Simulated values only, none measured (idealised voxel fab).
process module | voxel plated lines
cross-section cut | 225 nm wide | cells 5 nm
A cross-section is a grid of square cells, given in bands from the top down. A band is one or more rows of cells.
Each band's line starts with the height of the band's top and of its bottom, in nm. Then come its materials from left to right, each with its width in nm. One material with "throughout" fills the band from edge to edge. "air" is empty space.
Height 0 is the level under which the wafer as received is all one material. The lowest band goes on downwards, as in "0 down".
A width such as "30 to 40" changes by the same amount from each row of cells to the next, from the band's top row to its bottom row.
"no change" after a step means that no cell of the cross-section changed.
closed voids: empty space of 8 cells or more with no open way to the top, each as width x height at its distance from the left edge, in nm
after a step's settings: what the simulator itself notes on the step
overlay nm, on a step with a mask: how far to the right of its planned place the mask lay; to the left if negative
plan
1 op RECEIVE | material Si
2 op CONFORMAL_DEP | material SiN | thk nm 10
3 op DIRECTIONAL_DEP | material TiN | thk nm 5
4 op PATTERN | tone open | mask id LINES | material resist | width nm 30 | pitch nm 45 | thk nm 40 | overlay nm 0
5 op EPI | material Ru | thk nm 5
6 op EPI | material Ru | thk nm 10
7 op EPI | material Ru | thk nm 5
8 op STRIP | etch materials resist
9 op DIRECTIONAL_ETCH | etch materials TiN | depth nm 5
10 op CONFORMAL_DEP | material SiO2 | thk nm 10
first wafer, as planned
as received, after step 1
  0 down: Si throughout
  closed voids: none
after step 2
  10 to 0: SiN throughout
  below 0: unchanged
after step 3
  15 to 10: TiN throughout
  below 10: unchanged
after step 4
  55 to 15: resist 75 | air 30 | resist 15 | air 30 | resist 75
  below 15: unchanged
after step 5
  55 to 20: resist 75 | air 30 | resist 15 | air 30 | resist 75
  20 to 15: resist 75 | Ru 30 | resist 15 | Ru 30 | resist 75
  below 15: unchanged
after step 6
  55 to 30: resist 75 | air 30 | resist 15 | air 30 | resist 75
  30 to 15: resist 75 | Ru 30 | resist 15 | Ru 30 | resist 75
  below 15: unchanged
after step 7
  55 to 35: resist 75 | air 30 | resist 15 | air 30 | resist 75
  35 to 15: resist 75 | Ru 30 | resist 15 | Ru 30 | resist 75
  below 15: unchanged
after step 8
  35 to 15: air 75 | Ru 30 | air 15 | Ru 30 | air 75
  below 15: unchanged
after step 9
  35 to 15: air 75 | Ru 30 | air 15 | Ru 30 | air 75
  15 to 10: air 75 | TiN 30 | air 15 | TiN 30 | air 75
  below 10: unchanged
after step 10
  45 to 35: air 65 | SiO2 95 | air 65
  35 to 20: air 65 | SiO2 10 | Ru 30 | SiO2 15 | Ru 30 | SiO2 10 | air 65
  20 to 15: SiO2 75 | Ru 30 | SiO2 15 | Ru 30 | SiO2 75
  15 to 10: SiO2 75 | TiN 30 | SiO2 15 | TiN 30 | SiO2 75
  below 10: unchanged
second wafer: like start, like plan, one mistake. Through step 1 it matches the first wafer
when step 2 should have ended
  5 to 0: SiN throughout
  below 0: unchanged
when step 3 should have ended
  10 to 5: TiN throughout
  below 5: unchanged
when step 4 should have ended
  50 to 10: resist 75 | air 30 | resist 15 | air 30 | resist 75
  below 10: unchanged
when step 5 should have ended
  50 to 15: resist 75 | air 30 | resist 15 | air 30 | resist 75
  15 to 10: resist 75 | Ru 30 | resist 15 | Ru 30 | resist 75
  below 10: unchanged
when step 6 should have ended
  50 to 25: resist 75 | air 30 | resist 15 | air 30 | resist 75
  25 to 10: resist 75 | Ru 30 | resist 15 | Ru 30 | resist 75
  below 10: unchanged
when step 7 should have ended
  50 to 30: resist 75 | air 30 | resist 15 | air 30 | resist 75
  30 to 10: resist 75 | Ru 30 | resist 15 | Ru 30 | resist 75
  below 10: unchanged
when step 8 should have ended
  30 to 10: air 75 | Ru 30 | air 15 | Ru 30 | air 75
  below 10: unchanged
when step 9 should have ended
  30 to 10: air 75 | Ru 30 | air 15 | Ru 30 | air 75
  10 to 5: air 75 | TiN 30 | air 15 | TiN 30 | air 75
  below 5: unchanged
when step 10 should have ended
  40 to 30: air 65 | SiO2 95 | air 65
  30 to 15: air 65 | SiO2 10 | Ru 30 | SiO2 15 | Ru 30 | SiO2 10 | air 65
  15 to 10: SiO2 75 | Ru 30 | SiO2 15 | Ru 30 | SiO2 75
  10 to 5: SiO2 75 | TiN 30 | SiO2 15 | TiN 30 | SiO2 75
  below 5: unchanged
what went wrong: step 2 ran as: op CONFORMAL_DEP | material SiN | thk nm 5
at the end the second wafer has, in cells: 45 fewer of SiN
